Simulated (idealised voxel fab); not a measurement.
The document below concerns the process module designated voxel wiring stack.
Pictured: cross-section cut, 155 nm wide, on a grid of 5 nm square cells.
A cross-section in this document is a grid of square cells, and it is written down as bands, the top band listed before the ones below it; a band is made up of one or more rows of cells. Band: top and bottom heights (nm) first, top before bottom; then materials from left to right, widths in nm. "throughout" marks a sole material filling the band edge to edge. "air" denotes empty space. Below 0: as-received wafer, all one material; heights counted from there. Lowest band: no bottom, goes on down, written "z 0 and below". Graded width ("30..40"): value in top row of band = first number; value in bottom row = second number; row-to-row change constant. "same as before" -> step changed no cross-section cell. If an empty space has no open way to the top and is at least 8 cells in size, "Tabulated closed voids" lists it, written width x height at distance, where distance is measured from the left edge and every value is in nm. That trailing text on a step's line, after the settings, is the simulator's own remark on the step. overlay nm: for a step with a mask, the amount by which the mask lay right of where it was planned; a negative amount means left of it.
Here's what the planned process steps look like:
- 1: RECEIVE: material Si
- 2: CONFORMAL_DEP: material SiO2, thk nm 15
- 3: CONFORMAL_DEP: material SiN, thk nm 5
- 4: DIRECTIONAL_DEP: material SiO2, thk nm 25
- 5: DIRECTIONAL_DEP: material aC, thk nm 10
- 6: PATTERN: tone open, mask id METAL_1, material resist, width nm 25, pitch nm 45, thk nm 25, overlay nm 0
- 7: DIRECTIONAL_ETCH: etch materials aC, depth nm 10
- 8: STRIP: etch materials resist
- 9: DIRECTIONAL_ETCH: etch materials SiO2, depth nm 25
- 10: DIRECTIONAL_ETCH: etch materials SiN, depth nm 5
- 11: STRIP: etch materials aC
- 12: CONFORMAL_DEP: material TiN, thk nm 5
- 13: FILL_DEP: material Ru, thk nm 5
- 14: CMP: height nm 45
- 15: CONFORMAL_DEP: material SiCN, thk nm 5
- 16: DIRECTIONAL_DEP: material lowk, thk nm 25
- 17: DIRECTIONAL_DEP: material aC, thk nm 10
- 18: PATTERN: tone open, mask id METAL_2_HOLES, material resist, width nm 15, pitch nm 45, thk nm 30, overlay nm 0
- 19: DIRECTIONAL_ETCH: etch materials aC, depth nm 10
- 20: STRIP: etch materials resist
- 21: DIRECTIONAL_ETCH: etch materials lowk, depth nm 25
- 22: STRIP: etch materials aC
- 23: MASKED_ETCH: tone open, mask id METAL_2, width nm 25, pitch nm 45, etch materials lowk, depth nm 15, overlay nm 0
- 24: MASKED_ETCH: tone open, mask id METAL_2, width nm 25, pitch nm 45, etch materials SiCN, depth nm 5, overlay nm 0
- 25: CONFORMAL_DEP: material TiN, thk nm 5
- 26: FILL_DEP: material Cu, thk nm 10
- 27: CMP: height nm 75
- 28: CONFORMAL_DEP: material SiCN, thk nm 5
- 29: DIRECTIONAL_DEP: material SiO2, thk nm 35
- 30: PATTERN: tone open, mask id METAL_3_HOLES, material resist, width nm 15, thk nm 20, overlay nm 0
- 31: DIRECTIONAL_ETCH: etch materials SiO2, depth nm 35
- 32: STRIP: etch materials resist
- 33: PATTERN: tone open, mask id METAL_3, material resist, width nm 25, pitch nm 45, thk nm 15, overlay nm 0
- 34: DIRECTIONAL_ETCH: etch materials SiO2, depth nm 20
- 35: DIRECTIONAL_ETCH: etch materials SiCN, depth nm 5
- 36: STRIP: etch materials resist
- 37: CONFORMAL_DEP: material TiN, thk nm 5
- 38: FILL_DEP: material Cu, thk nm 5
- 39: CMP: height nm 115
- 40: CONFORMAL_DEP: material SiN, thk nm 5
As received (post step 1): cross-section:
- z 0 and below  Si throughout
- Tabulated closed voids: none
Cross-section, end of module. Start: as above. Plan: as above. Execution: one mistake:
- z 120 to 115  SiN throughout
- z 115 to 100  SiO2 40 nm, TiN 5 nm, Cu 15 nm, TiN 5 nm, SiO2 20 nm, TiN 5 nm, Cu 15 nm, TiN 5 nm, SiO2 45 nm
- z 100 to 95  SiO2 40 nm, TiN 5 nm, Cu 5 nm, TiN 15 nm, SiO2 20 nm, TiN 25 nm, SiO2 45 nm
- z 95 to 80  SiO2 40 nm, TiN 5 nm, Cu 5 nm, TiN 5 nm, SiO2 100 nm
- z 80 to 75  SiCN 40 nm, TiN 15 nm, SiCN 100 nm
- z 75 to 65  lowk 40 nm, TiN 5 nm, Cu 15 nm, TiN 5 nm, lowk 20 nm, TiN 5 nm, Cu 15 nm, TiN 5 nm, lowk 45 nm
- z 65 to 60  lowk 40 nm, TiN 5 nm, Cu 5 nm, TiN 15 nm, lowk 20 nm, TiN 5 nm, Cu 5 nm, TiN 15 nm, lowk 45 nm
- z 60 to 50  lowk 40 nm, TiN 5 nm, Cu 5 nm, TiN 5 nm, lowk 30 nm, TiN 5 nm, Cu 5 nm, TiN 5 nm, lowk 55 nm
- z 50 to 45  SiCN 40 nm, TiN 15 nm, SiCN 30 nm, TiN 15 nm, SiCN 55 nm
- z 45 to 20  Ru 35 nm, TiN 5 nm, SiO2 25 nm, TiN 5 nm, Ru 10 nm, TiN 5 nm, SiO2 25 nm, TiN 5 nm, Ru 40 nm
- z 20 to 15  TiN 40 nm, SiN 25 nm, TiN 20 nm, SiN 25 nm, TiN 45 nm
- z 15 to 0  SiO2 throughout
- z 0 and below  Si throughout
- Tabulated closed voids: none
The mistake made against the process plan was this: step 6 ran differently from the plan; actual operation with settings: PATTERN: tone cover, mask id METAL_1, material resist, width nm 25, pitch nm 45, thk nm 25, overlay nm 0
